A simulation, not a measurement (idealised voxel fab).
process module | voxel wiring stack
cross-section cut | 215 nm wide | cells 5 nm
A cross-section is a grid of square cells, given in bands from the top down. A band is one or more rows of cells.
Each band's line starts with the height of the band's top and of its bottom, in nm. Then come its materials from left to right, each with its width in nm. One material with "throughout" fills the band from edge to edge. "air" is empty space.
Height 0 is the level under which the wafer as received is all one material. The lowest band goes on downwards, as in "0 down".
A width such as "30 to 40" changes by the same amount from each row of cells to the next, from the band's top row to its bottom row.
"no change" after a step means that no cell of the cross-section changed.
closed voids: empty space of 8 cells or more with no open way to the top, each as width x height at its distance from the left edge, in nm
after a step's settings: what the simulator itself notes on the step
overlay nm, on a step with a mask: how far to the right of its planned place the mask lay; to the left if negative
plan
1 op RECEIVE | material Si
2 op CONFORMAL_DEP | material SiO2 | thk nm 15
3 op DIRECTIONAL_DEP | material TiN | thk nm 5
4 op DIRECTIONAL_DEP | material Ru | thk nm 20
5 op PATTERN | tone cover | mask id METAL_1 | material resist | width nm 20 | pitch nm 45 | thk nm 15 | overlay nm 0
6 op DIRECTIONAL_ETCH | etch materials Ru | depth nm 20
7 op DIRECTIONAL_ETCH | etch materials TiN | depth nm 5
8 op STRIP | etch materials resist
9 op FILL_DEP | material lowk | thk nm 5
10 op CMP | height nm 40
11 op CONFORMAL_DEP | material SiCN | thk nm 5
12 op DIRECTIONAL_DEP | material SiO2 | thk nm 35
13 op PATTERN | tone open | mask id METAL_2 | material resist | width nm 20 | pitch nm 45 | thk nm 20 | overlay nm 0
14 op DIRECTIONAL_ETCH | etch materials SiO2 | depth nm 20
15 op STRIP | etch materials resist
16 op DIRECTIONAL_DEP | material aC | thk nm 15
17 op PATTERN | tone open | mask id METAL_2_HOLES | material resist | width nm 15 | pitch nm 90 | thk nm 35 | overlay nm 0
18 op DIRECTIONAL_ETCH | etch materials aC | depth nm 15
19 op STRIP | etch materials resist
20 op DIRECTIONAL_ETCH | etch materials SiO2 | depth nm 15
21 op DIRECTIONAL_ETCH | etch materials SiCN | depth nm 5
22 op STRIP | etch materials aC
23 op CONFORMAL_DEP | material TiN | thk nm 5
24 op FILL_DEP | material Cu | thk nm 5
25 op CMP | height nm 80
26 op CONFORMAL_DEP | material SiN | thk nm 5
first wafer, as planned
as received, after step 1
  0 down: Si throughout
  closed voids: none
after step 2
  15 to 0: SiO2 throughout
  below 0: unchanged
after step 3
  20 to 15: TiN throughout
  below 15: unchanged
after step 4
  40 to 20: Ru throughout
  below 20: unchanged
after step 5
  55 to 40: air 30 | resist 20 | air 25 | resist 20 | air 25 | resist 20 | air 25 | resist 20 | air 30
  below 40: unchanged
after step 6
  55 to 40: air 30 | resist 20 | air 25 | resist 20 | air 25 | resist 20 | air 25 | resist 20 | air 30
  40 to 20: air 30 | Ru 20 | air 25 | Ru 20 | air 25 | Ru 20 | air 25 | Ru 20 | air 30
  below 20: unchanged
after step 7
  55 to 40: air 30 | resist 20 | air 25 | resist 20 | air 25 | resist 20 | air 25 | resist 20 | air 30
  40 to 20: air 30 | Ru 20 | air 25 | Ru 20 | air 25 | Ru 20 | air 25 | Ru 20 | air 30
  20 to 15: air 30 | TiN 20 | air 25 | TiN 20 | air 25 | TiN 20 | air 25 | TiN 20 | air 30
  below 15: unchanged
after step 8
  40 to 20: air 30 | Ru 20 | air 25 | Ru 20 | air 25 | Ru 20 | air 25 | Ru 20 | air 30
  below 20: unchanged
after step 9
  45 to 40: lowk throughout
  40 to 20: lowk 30 | Ru 20 | lowk 25 | Ru 20 | lowk 25 | Ru 20 | lowk 25 | Ru 20 | lowk 30
  20 to 15: lowk 30 | TiN 20 | lowk 25 | TiN 20 | lowk 25 | TiN 20 | lowk 25 | TiN 20 | lowk 30
  below 15: unchanged
after step 10
  40 to 20: lowk 30 | Ru 20 | lowk 25 | Ru 20 | lowk 25 | Ru 20 | lowk 25 | Ru 20 | lowk 30
  below 20: unchanged
after step 11
  45 to 40: SiCN throughout
  below 40: unchanged
after step 12
  80 to 45: SiO2 throughout
  below 45: unchanged
after step 13
  100 to 80: resist 30 | air 20 | resist 25 | air 20 | resist 25 | air 20 | resist 25 | air 20 | resist 30
  below 80: unchanged
after step 14
  100 to 80: resist 30 | air 20 | resist 25 | air 20 | resist 25 | air 20 | resist 25 | air 20 | resist 30
  80 to 60: SiO2 30 | air 20 | SiO2 25 | air 20 | SiO2 25 | air 20 | SiO2 25 | air 20 | SiO2 30
  below 60: unchanged
after step 15
  80 to 60: SiO2 30 | air 20 | SiO2 25 | air 20 | SiO2 25 | air 20 | SiO2 25 | air 20 | SiO2 30
  below 60: unchanged
after step 16
  95 to 80: aC 30 | air 20 | aC 25 | air 20 | aC 25 | air 20 | aC 25 | air 20 | aC 30
  80 to 75: SiO2 30 | air 20 | SiO2 25 | air 20 | SiO2 25 | air 20 | SiO2 25 | air 20 | SiO2 30
  75 to 60: SiO2 30 | aC 20 | SiO2 25 | aC 20 | SiO2 25 | aC 20 | SiO2 25 | aC 20 | SiO2 30
  below 60: unchanged
after step 17
  130 to 95: resist 30 | air 15 | resist 75 | air 15 | resist 80
  95 to 80: aC 30 | air 15 | resist 5 | aC 25 | resist 20 | aC 25 | air 15 | resist 5 | aC 25 | resist 20 | aC 30
  80 to 75: SiO2 30 | air 15 | resist 5 | SiO2 25 | resist 20 | SiO2 25 | air 15 | resist 5 | SiO2 25 | resist 20 | SiO2 30
  below 75: unchanged
after step 18
  115 to 95: resist 30 | air 15 | resist 75 | air 15 | resist 80
  95 to 80: aC 30 | air 15 | resist 5 | aC 25 | resist 20 | aC 25 | air 15 | resist 5 | aC 25 | resist 20 | aC 30
  80 to 75: SiO2 30 | air 15 | resist 5 | SiO2 25 | resist 20 | SiO2 25 | air 15 | resist 5 | SiO2 25 | resist 20 | SiO2 30
  75 to 60: SiO2 30 | air 15 | aC 5 | SiO2 25 | aC 20 | SiO2 25 | air 15 | aC 5 | SiO2 25 | aC 20 | SiO2 30
  below 60: unchanged
after step 19
  95 to 80: aC 30 | air 20 | aC 25 | air 20 | aC 25 | air 20 | aC 25 | air 20 | aC 30
  80 to 75: SiO2 30 | air 20 | SiO2 25 | air 20 | SiO2 25 | air 20 | SiO2 25 | air 20 | SiO2 30
  below 75: unchanged
after step 20
  95 to 80: aC 30 | air 20 | aC 25 | air 20 | aC 25 | air 20 | aC 25 | air 20 | aC 30
  80 to 75: SiO2 30 | air 20 | SiO2 25 | air 20 | SiO2 25 | air 20 | SiO2 25 | air 20 | SiO2 30
  75 to 60: SiO2 30 | air 15 | aC 5 | SiO2 25 | aC 20 | SiO2 25 | air 15 | aC 5 | SiO2 25 | aC 20 | SiO2 30
  60 to 45: SiO2 30 | air 15 | SiO2 75 | air 15 | SiO2 80
  below 45: unchanged
after step 21
  95 to 80: aC 30 | air 20 | aC 25 | air 20 | aC 25 | air 20 | aC 25 | air 20 | aC 30
  80 to 75: SiO2 30 | air 20 | SiO2 25 | air 20 | SiO2 25 | air 20 | SiO2 25 | air 20 | SiO2 30
  75 to 60: SiO2 30 | air 15 | aC 5 | SiO2 25 | aC 20 | SiO2 25 | air 15 | aC 5 | SiO2 25 | aC 20 | SiO2 30
  60 to 45: SiO2 30 | air 15 | SiO2 75 | air 15 | SiO2 80
  45 to 40: SiCN 30 | air 15 | SiCN 75 | air 15 | SiCN 80
  below 40: unchanged
after step 22
  80 to 60: SiO2 30 | air 20 | SiO2 25 | air 20 | SiO2 25 | air 20 | SiO2 25 | air 20 | SiO2 30
  below 60: unchanged
after step 23
  85 to 80: TiN 35 | air 10 | TiN 35 | air 10 | TiN 35 | air 10 | TiN 35 | air 10 | TiN 35
  80 to 65: SiO2 30 | TiN 5 | air 10 | TiN 5 | SiO2 25 | TiN 5 | air 10 | TiN 5 | SiO2 25 | TiN 5 | air 10 | TiN 5 | SiO2 25 | TiN 5 | air 10 | TiN 5 | SiO2 30
  65 to 60: SiO2 30 | TiN 5 | air 5 | TiN 10 | SiO2 25 | TiN 20 | SiO2 25 | TiN 5 | air 5 | TiN 10 | SiO2 25 | TiN 20 | SiO2 30
  60 to 45: SiO2 30 | TiN 5 | air 5 | TiN 5 | SiO2 75 | TiN 5 | air 5 | TiN 5 | SiO2 80
  45 to 40: SiCN 30 | TiN 15 | SiCN 75 | TiN 15 | SiCN 80
  below 40: unchanged
after step 24
  90 to 85: Cu throughout
  85 to 80: TiN 35 | Cu 10 | TiN 35 | Cu 10 | TiN 35 | Cu 10 | TiN 35 | Cu 10 | TiN 35
  80 to 65: SiO2 30 | TiN 5 | Cu 10 | TiN 5 | SiO2 25 | TiN 5 | Cu 10 | TiN 5 | SiO2 25 | TiN 5 | Cu 10 | TiN 5 | SiO2 25 | TiN 5 | Cu 10 | TiN 5 | SiO2 30
  65 to 60: SiO2 30 | TiN 5 | Cu 5 | TiN 10 | SiO2 25 | TiN 20 | SiO2 25 | TiN 5 | Cu 5 | TiN 10 | SiO2 25 | TiN 20 | SiO2 30
  60 to 45: SiO2 30 | TiN 5 | Cu 5 | TiN 5 | SiO2 75 | TiN 5 | Cu 5 | TiN 5 | SiO2 80
  below 45: unchanged
after step 25
  80 to 65: SiO2 30 | TiN 5 | Cu 10 | TiN 5 | SiO2 25 | TiN 5 | Cu 10 | TiN 5 | SiO2 25 | TiN 5 | Cu 10 | TiN 5 | SiO2 25 | TiN 5 | Cu 10 | TiN 5 | SiO2 30
  below 65: unchanged
after step 26
  85 to 80: SiN throughout
  below 80: unchanged
second wafer: like start, like plan, one mistake. Through step 12 it matches the first wafer
when step 13 should have ended
  100 to 80: air 30 | resist 20 | air 25 | resist 20 | air 25 | resist 20 | air 25 | resist 20 | air 30
  below 80: unchanged
when step 14 should have ended
  100 to 80: air 30 | resist 20 | air 25 | resist 20 | air 25 | resist 20 | air 25 | resist 20 | air 30
  80 to 60: air 30 | SiO2 20 | air 25 | SiO2 20 | air 25 | SiO2 20 | air 25 | SiO2 20 | air 30
  below 60: unchanged
when step 15 should have ended
  80 to 60: air 30 | SiO2 20 | air 25 | SiO2 20 | air 25 | SiO2 20 | air 25 | SiO2 20 | air 30
  below 60: unchanged
when step 16 should have ended
  95 to 80: air 30 | aC 20 | air 25 | aC 20 | air 25 | aC 20 | air 25 | aC 20 | air 30
  80 to 75: air 30 | SiO2 20 | air 25 | SiO2 20 | air 25 | SiO2 20 | air 25 | SiO2 20 | air 30
  75 to 60: aC 30 | SiO2 20 | aC 25 | SiO2 20 | aC 25 | SiO2 20 | aC 25 | SiO2 20 | aC 30
  below 60: unchanged
when step 17 should have ended
  130 to 95: resist 30 | air 15 | resist 75 | air 15 | resist 80
  95 to 80: resist 30 | aC 20 | resist 25 | aC 20 | resist 25 | aC 20 | resist 25 | aC 20 | resist 30
  80 to 75: resist 30 | SiO2 20 | resist 25 | SiO2 20 | resist 25 | SiO2 20 | resist 25 | SiO2 20 | resist 30
  below 75: unchanged
when step 18 should have ended
  115 to 95: resist 30 | air 15 | resist 75 | air 15 | resist 80
  95 to 80: resist 30 | air 15 | aC 5 | resist 25 | aC 20 | resist 25 | air 15 | aC 5 | resist 25 | aC 20 | resist 30
  below 80: unchanged
when step 19 should have ended
  95 to 80: air 45 | aC 5 | air 25 | aC 20 | air 40 | aC 5 | air 25 | aC 20 | air 30
  80 to 75: air 30 | SiO2 20 | air 25 | SiO2 20 | air 25 | SiO2 20 | air 25 | SiO2 20 | air 30
  below 75: unchanged
when step 20 should have ended
  95 to 80: air 45 | aC 5 | air 25 | aC 20 | air 40 | aC 5 | air 25 | aC 20 | air 30
  80 to 75: air 45 | SiO2 5 | air 25 | SiO2 20 | air 40 | SiO2 5 | air 25 | SiO2 20 | air 30
  75 to 65: aC 30 | air 15 | SiO2 5 | aC 25 | SiO2 20 | aC 25 | air 15 | SiO2 5 | aC 25 | SiO2 20 | aC 30
  below 65: unchanged
when step 21 should have ended: no change
when step 22 should have ended
  80 to 65: air 45 | SiO2 5 | air 25 | SiO2 20 | air 40 | SiO2 5 | air 25 | SiO2 20 | air 30
  65 to 60: air 30 | SiO2 20 | air 25 | SiO2 20 | air 25 | SiO2 20 | air 25 | SiO2 20 | air 30
  below 60: unchanged
when step 23 should have ended
  85 to 80: air 40 | TiN 15 | air 15 | TiN 30 | air 30 | TiN 15 | air 15 | TiN 30 | air 25
  80 to 70: air 40 | TiN 5 | SiO2 5 | TiN 5 | air 15 | TiN 5 | SiO2 20 | TiN 5 | air 30 | TiN 5 | SiO2 5 | TiN 5 | air 15 | TiN 5 | SiO2 20 | TiN 5 | air 25
  70 to 65: air 25 | TiN 20 | SiO2 5 | TiN 5 | air 15 | TiN 5 | SiO2 20 | TiN 5 | air 15 | TiN 20 | SiO2 5 | TiN 5 | air 15 | TiN 5 | SiO2 20 | TiN 5 | air 25
  65 to 60: TiN 30 | SiO2 20 | TiN 25 | SiO2 20 | TiN 25 | SiO2 20 | TiN 25 | SiO2 20 | TiN 30
  below 60: unchanged
when step 24 should have ended
  90 to 85: Cu throughout
  85 to 80: Cu 40 | TiN 15 | Cu 15 | TiN 30 | Cu 30 | TiN 15 | Cu 15 | TiN 30 | Cu 25
  80 to 70: Cu 40 | TiN 5 | SiO2 5 | TiN 5 | Cu 15 | TiN 5 | SiO2 20 | TiN 5 | Cu 30 | TiN 5 | SiO2 5 | TiN 5 | Cu 15 | TiN 5 | SiO2 20 | TiN 5 | Cu 25
  70 to 65: Cu 25 | TiN 20 | SiO2 5 | TiN 5 | Cu 15 | TiN 5 | SiO2 20 | TiN 5 | Cu 15 | TiN 20 | SiO2 5 | TiN 5 | Cu 15 | TiN 5 | SiO2 20 | TiN 5 | Cu 25
  below 65: unchanged
when step 25 should have ended
  80 to 70: Cu 40 | TiN 5 | SiO2 5 | TiN 5 | Cu 15 | TiN 5 | SiO2 20 | TiN 5 | Cu 30 | TiN 5 | SiO2 5 | TiN 5 | Cu 15 | TiN 5 | SiO2 20 | TiN 5 | Cu 25
  below 70: unchanged
when step 26 should have ended
  85 to 80: SiN throughout
  below 80: unchanged
what went wrong: step 13 ran as: op PATTERN | tone cover | mask id METAL_2 | material resist | width nm 20 | pitch nm 45 | thk nm 20 | overlay nm 0
at the end the second wafer has, in cells: 37 more of Cu | 6 more of SiCN | 44 fewer of SiO2 | 1 more of TiN
